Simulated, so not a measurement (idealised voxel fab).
You're looking at the process module voxel lift off.
Square cell edge 5 nm, section width 295 nm, ID cut.
Just so we're on the same page, the cross-sections are grids of square cells, and they're listed out in bands top to bottom, each band one or more rows deep.
Quick guide to a band line: top height, bottom height (nm) up front; then every material left to right with its width in nm. Only one material and it's marked "all across"? Then it fills the band edge to edge. And "air" just means empty space.
Convention: height 0 is the level below which the wafer, as received, is all one material. The lowest band does not terminate at the bottom but continues downward, represented as "0 -> down".
The two numbers in a width such as "30 to 40" mark its ends across the band: the first belongs to the top row of cells, the second to the bottom row, and from each row to the next the width moves by the same amount.
No cell of the cross-section changed in a step that is given as "no modifications".
Reported under the label "Completely enclosed voids" are the empty spaces having no open way to the top and comprising 8 cells or more; the notation for each is width x height at distance, in which the distance is measured from the left edge and all three values are in nm.
That trailing text on a step's line, after the settings, is the simulator's own remark on the step.
overlay nm: how far to the right of its planned place the mask lay on this masked step (negative: to the left).
## Planned step list for the process
- 1: RECEIVE,material Si
- 2: CONFORMAL_DEP,material SiO2,thk nm 5
- 3: PATTERN,tone open,mask id LINES,material resist,width nm 20,pitch nm 40,thk nm 30,overlay nm 0
- 4: DIRECTIONAL_DEP,material Ru,thk nm 15
- 5: STRIP,etch materials resist
- 6: CONFORMAL_DEP,material SiN,thk nm 5
Wafer-to-wafer difference: thk nm, step 6. Common start. Plan = first wafer's value.
## Cross-section of the first of several wafers on receipt, reflecting completion of step 1
* 0 -> down  Si all across
* Completely enclosed voids: none
## wafer rows; end of module; cells per material since receipt: (+) gained, (-) lost; then closed voids
thk nm 5; +24 Ru; +71 SiN; +59 SiO2; Completely enclosed voids: none
thk nm 10; +24 Ru; +142 SiN; +59 SiO2; Completely enclosed voids: none
thk nm 15; +24 Ru; +207 SiN; +59 SiO2; Completely enclosed voids: none
thk nm 20; +24 Ru; +272 SiN; +59 SiO2; Completely enclosed voids: none
